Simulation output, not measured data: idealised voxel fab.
The following is a process module called voxel wiring stack.
Cross-section cut spans 220 nm and uses square cells 5 nm in size.
Bands, listed from the top down, are how a cross-section gets written in this document; the cross-section itself is a grid of square cells, and a band is one or more rows of them. Basically the band line says how high the top is and how high the bottom is, in nm, and then what's in it from left to right, every material with its width in nm. Empty space shows up as "blank", and if a single material carries "full width" it runs the full band edge to edge. Below 0: as-received wafer, all one material; heights counted from there. Lowest band: no bottom, goes on down, written "0 -> down". It should be noted that a width expressed as "30..40" varies in equal increments from row to row of cells within the band, taking the value of the first number at the top row and that of the second number at the bottom row. Any step labelled "everything unchanged" changed none of the cells in the cross-section. "Enclosed internal voids": empty spaces of 8 cells or more with no open way to the top, each given as width x height at distance, distance from the left edge, all in nm. That trailing text on a step's line, after the settings, is the simulator's own remark on the step. Each step line may optionally specify "overlay nm", which for a step with a mask gives the rightward distance between the mask's planned place and where it lay, a negative value indicating the leftward direction.

Steps planned for the process:
step 1: RECEIVE (material Si)
step 2: CONFORMAL_DEP (material SiO2; thk nm 15)
step 3: CONFORMAL_DEP (material SiN; thk nm 5)
step 4: DIRECTIONAL_DEP (material SiO2; thk nm 25)
step 5: MASKED_ETCH (tone open; mask id METAL_1; width nm 25; pitch nm 45; etch materials SiO2; depth nm 25; overlay nm 0)
step 6: MASKED_ETCH (tone open; mask id METAL_1; width nm 25; pitch nm 45; etch materials SiN; depth nm 5; overlay nm 0)
step 7: CONFORMAL_DEP (material TiN; thk nm 5)
step 8: FILL_DEP (material Cu; thk nm 10)
step 9: CMP (height nm 45)
step 10: CONFORMAL_DEP (material SiCN; thk nm 5)
step 11: DIRECTIONAL_DEP (material SiO2; thk nm 15)
step 12: MASKED_ETCH (tone open; mask id PLUG_1; width nm 15; pitch nm 45; etch materials SiO2; depth nm 15; overlay nm 0)
step 13: MASKED_ETCH (tone open; mask id PLUG_1; width nm 15; pitch nm 45; etch materials SiCN; depth nm 5; overlay nm 0)
step 14: EPI (material Ru; thk nm 10)
step 15: EPI (material Ru; thk nm 10)
step 16: CONFORMAL_DEP (material SiN; thk nm 5)
step 17: DIRECTIONAL_DEP (material lowk; thk nm 10)
step 18: PATTERN (tone open; mask id METAL_2; material resist; width nm 25; pitch nm 45; thk nm 20; overlay nm 0)
step 19: DIRECTIONAL_ETCH (etch materials lowk; depth nm 20)
step 20: DIRECTIONAL_ETCH (etch materials SiN; depth nm 5)
step 21: STRIP (etch materials resist)
step 22: CONFORMAL_DEP (material TiN; thk nm 5)
step 23: FILL_DEP (material Cu; thk nm 10)
step 24: CMP (height nm 90)
step 25: CONFORMAL_DEP (material SiCN; thk nm 5)
step 26: DIRECTIONAL_DEP (material SiO2; thk nm 30)
step 27: MASKED_ETCH (tone open; mask id METAL_3_HOLES; width nm 15; pitch nm 45; etch materials SiO2; depth nm 30; overlay nm 0)
step 28: MASKED_ETCH (tone open; mask id METAL_3; width nm 25; pitch nm 45; etch materials SiO2; depth nm 20; overlay nm 0)
step 29: MASKED_ETCH (tone open; mask id METAL_3; width nm 25; pitch nm 45; etch materials SiCN; depth nm 5; overlay nm 0)
step 30: CONFORMAL_DEP (material TiN; thk nm 5)
step 31: FILL_DEP (material Cu; thk nm 10)
step 32: CMP (height nm 125)
step 33: CONFORMAL_DEP (material SiCN; thk nm 5)
step 34: DIRECTIONAL_DEP (material lowk; thk nm 25)
step 35: MASKED_ETCH (tone open; mask id METAL_4_HOLES; width nm 15; pitch nm 90; etch materials lowk; depth nm 25; overlay nm 0)
step 36: PATTERN (tone open; mask id METAL_4; material resist; width nm 25; pitch nm 45; thk nm 20; overlay nm 0)
step 37: DIRECTIONAL_ETCH (etch materials lowk; depth nm 15)
step 38: DIRECTIONAL_ETCH (etch materials SiCN; depth nm 5)
step 39: STRIP (etch materials resist)
step 40: CONFORMAL_DEP (material TiN; thk nm 5)
step 41: FILL_DEP (material Cu; thk nm 10)
step 42: CMP (height nm 155)
step 43: CONFORMAL_DEP (material SiCN; thk nm 5)
The wafers are alike at the start. At step 17, their thk nm differs. The plan lists the first wafer's value.

Step 1 complete: as-received cross-section of the first of several wafers:
> 0 -> down: Si full width
> Enclosed internal voids: none

Per wafer, end of module: cells gained (+) or lost (-) per material since receipt, then closed voids:
thk nm 10; +176 Cu; +36 Ru; +152 SiCN; +58 SiN; +568 SiO2; +197 TiN; +221 lowk; Enclosed internal voids: none
thk nm 15; +141 Cu; +36 Ru; +152 SiCN; +58 SiN; +568 SiO2; +203 TiN; +250 lowk; Enclosed internal voids: none
thk nm 20; +141 Cu; +36 Ru; +152 SiCN; +58 SiN; +568 SiO2; +174 TiN; +279 lowk; Enclosed internal voids: none
thk nm 25; +123 Cu; +36 Ru; +152 SiCN; +73 SiN; +568 SiO2; +162 TiN; +294 lowk; Enclosed internal voids: none
thk nm 30; +114 Cu; +36 Ru; +152 SiCN; +73 SiN; +568 SiO2; +156 TiN; +309 lowk; Enclosed internal voids: none
thk nm 35; +105 Cu; +36 Ru; +152 SiCN; +73 SiN; +568 SiO2; +150 TiN; +324 lowk; Enclosed internal voids: none
